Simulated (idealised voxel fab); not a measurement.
A process module follows: voxel plated lines.
Xsec cut, 165 nm wide, square cell size 5 nm.
This document writes a cross-section as a grid whose cells are square, and gives it as bands, listed from the top down; one or more rows of cells form a band. Within each band entry, the heights of the top and of the bottom of the band appear first, in that order and in nm; the materials of the band then follow from left to right, each with its corresponding width in nm. The designation "all across" on a single material indicates that it fills the band from edge to edge; the designation "empty" indicates empty space. All heights in this document are referenced to 0, defined as the level beneath which the wafer, as received, consists entirely of one material. The lowest band is not bounded below; it extends indefinitely downward and is written in the form "0 and below". Width spec "30->40" -> top row of cells at first value, bottom row at second value, equal per-row change in between. You'll sometimes find "same as before" written for a step, and that's the way of saying that nowhere in the cross-section did a cell change during that step. "Closed internal cavities": empty spaces of 8 cells or more with no open way to the top, each given as width x height at distance, distance from the left edge, all in nm. Heads up: the bit after the settings on a step's line is the simulator's remark on that step. overlay nm: mask offset rightward from planned place, masked step; negative means leftward offset.
## Process steps - plan
- 1: RECEIVE: material Si
- 2: CONFORMAL_DEP: material Al2O3, thk nm 10
- 3: DIRECTIONAL_DEP: material TiN, thk nm 5
- 4: PATTERN: tone open, mask id LINES, material resist, width nm 15, pitch nm 40, thk nm 35, overlay nm 0
- 5: EPI: material Ru, thk nm 5
- 6: EPI: material Ru, thk nm 10
- 7: EPI: material Ru, thk nm 10
- 8: STRIP: etch materials resist
- 9: DIRECTIONAL_ETCH: etch materials TiN, depth nm 5
- 10: CONFORMAL_DEP: material SiO2, thk nm 10
## as received, after step 1
> 0 and below | Si all across
> Closed internal cavities: none
## Module complete, cross-section. Starting point and plan per above. One mistake made in running the module
> 60 down to 50 | empty (25) / SiO2 (35) / empty (5) / SiO2 (35) / empty (5) / SiO2 (35) / empty (25)
> 50 down to 20 | empty (25) / SiO2 (10) / Ru (15) / SiO2 (10) / empty (5) / SiO2 (10) / Ru (15) / SiO2 (10) / empty (5) / SiO2 (10) / Ru (15) / SiO2 (10) / empty (25)
> 20 down to 15 | SiO2 (35) / Ru (15) / SiO2 (25) / Ru (15) / SiO2 (25) / Ru (15) / SiO2 (35)
> 15 down to 10 | SiO2 (35) / TiN (15) / SiO2 (25) / TiN (15) / SiO2 (25) / TiN (15) / SiO2 (35)
> 10 down to 0 | Al2O3 all across
> 0 and below | Si all across
> Closed internal cavities: none
Short version of what went wrong: there is no telling which one of steps 6 and 7, all the same, got done twice
